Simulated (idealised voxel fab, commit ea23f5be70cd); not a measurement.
process module | voxel self aligned vias
cross-section cut | 285 nm wide | cells 5 nm
A cross-section is a grid of square cells, given in bands from the top down. A band is one or more rows of cells.
Each band's line starts with the height of the band's top and of its bottom, in nm. Then come its materials from left to right, each with its width in nm. One material with "throughout" fills the band from edge to edge. "air" is empty space.
Height 0 is the level under which the wafer as received is all one material. The lowest band goes on downwards, as in "0 down".
A width such as "30 to 40" changes by the same amount from each row of cells to the next, from the band's top row to its bottom row.
"no change" after a step means that no cell of the cross-section changed.
closed voids: empty space of 8 cells or more with no open way to the top, each as width x height at its distance from the left edge, in nm
after a step's settings: what the simulator itself notes on the step
overlay nm, on a step with a mask: how far to the right of its planned place the mask lay; to the left if negative
plan
1 op RECEIVE | material Si
2 op CONFORMAL_DEP | material SiO2 | thk nm 15
3 op CONFORMAL_DEP | material SiCN | thk nm 5
4 op DIRECTIONAL_DEP | material SiO2 | thk nm 25
5 op DIRECTIONAL_DEP | material aC | thk nm 10
6 op PATTERN | tone open | mask id LINES | material resist | width nm 20 | pitch nm 55 | thk nm 30 | overlay nm 0
7 op DIRECTIONAL_ETCH | etch materials aC | depth nm 10
8 op STRIP | etch materials resist
9 op DIRECTIONAL_ETCH | etch materials SiO2 | depth nm 25
10 op STRIP | etch materials aC
11 op CONFORMAL_DEP | material TiN | thk nm 5
12 op FILL_DEP | material Ru | thk nm 5
13 op CMP | height nm 45
14 op SELECTIVE_ETCH | etch materials W Ru TiN | depth nm 10
15 op FILL_DEP | material SiN | thk nm 10
16 op CMP | height nm 45
17 op DIRECTIONAL_DEP | material SiO2 | thk nm 20
18 op PATTERN | tone open | mask id VIAS | material resist | width nm 30 | pitch nm 55 | thk nm 15 | overlay nm 0
19 op DIRECTIONAL_ETCH | etch materials SiO2 | depth nm 20
20 op DIRECTIONAL_ETCH | etch materials SiN | depth nm 10
21 op STRIP | etch materials resist
22 op CONFORMAL_DEP | material TiN | thk nm 5
23 op FILL_DEP | material W | thk nm 10
24 op CMP | height nm 65
25 op CONFORMAL_DEP | material SiN | thk nm 5
as received, after step 1
  0 down: Si throughout
  closed voids: none
first wafer at the end, as planned
  70 to 65: SiN throughout
  65 to 50: SiO2 70 | TiN 5 | W 20 | TiN 5 | SiO2 25 | TiN 5 | W 20 | TiN 5 | SiO2 25 | TiN 5 | W 20 | TiN 5 | SiO2 75
  50 to 40: SiO2 70 to 75 | TiN 10 to 5 | W 10 | TiN 10 to 5 | SiO2 25 to 35 | TiN 10 to 5 | W 10 | TiN 10 to 5 | SiO2 25 to 35 | TiN 10 to 5 | W 10 | TiN 10 to 5 | SiO2 75 to 80
  40 to 35: SiO2 75 | TiN 20 | SiO2 35 | TiN 20 | SiO2 35 | TiN 20 | SiO2 80
  35 to 25: SiO2 75 | TiN 5 | Ru 10 | TiN 5 | SiO2 35 | TiN 5 | Ru 10 | TiN 5 | SiO2 35 | TiN 5 | Ru 10 | TiN 5 | SiO2 80
  25 to 20: SiO2 75 | TiN 20 | SiO2 35 | TiN 20 | SiO2 35 | TiN 20 | SiO2 80
  20 to 15: SiCN throughout
  15 to 0: SiO2 throughout
  0 down: Si throughout
  closed voids: none
second wafer at the end: like start, like plan, one mistake
  70 to 65: SiCN throughout
  65 to 50: SiO2 70 | TiN 5 | W 20 | TiN 5 | SiO2 25 | TiN 5 | W 20 | TiN 5 | SiO2 25 | TiN 5 | W 20 | TiN 5 | SiO2 75
  50 to 40: SiO2 70 to 75 | TiN 10 to 5 | W 10 | TiN 10 to 5 | SiO2 25 to 35 | TiN 10 to 5 | W 10 | TiN 10 to 5 | SiO2 25 to 35 | TiN 10 to 5 | W 10 | TiN 10 to 5 | SiO2 75 to 80
  40 to 35: SiO2 75 | TiN 20 | SiO2 35 | TiN 20 | SiO2 35 | TiN 20 | SiO2 80
  35 to 25: SiO2 75 | TiN 5 | Ru 10 | TiN 5 | SiO2 35 | TiN 5 | Ru 10 | TiN 5 | SiO2 35 | TiN 5 | Ru 10 | TiN 5 | SiO2 80
  25 to 20: SiO2 75 | TiN 20 | SiO2 35 | TiN 20 | SiO2 35 | TiN 20 | SiO2 80
  20 to 15: SiCN throughout
  15 to 0: SiO2 throughout
  0 down: Si throughout
  closed voids: none
what went wrong: step 25 ran as: op CONFORMAL_DEP | material SiCN | thk nm 5
at the end the second wafer has, in cells: 57 more of SiCN | 57 fewer of SiN
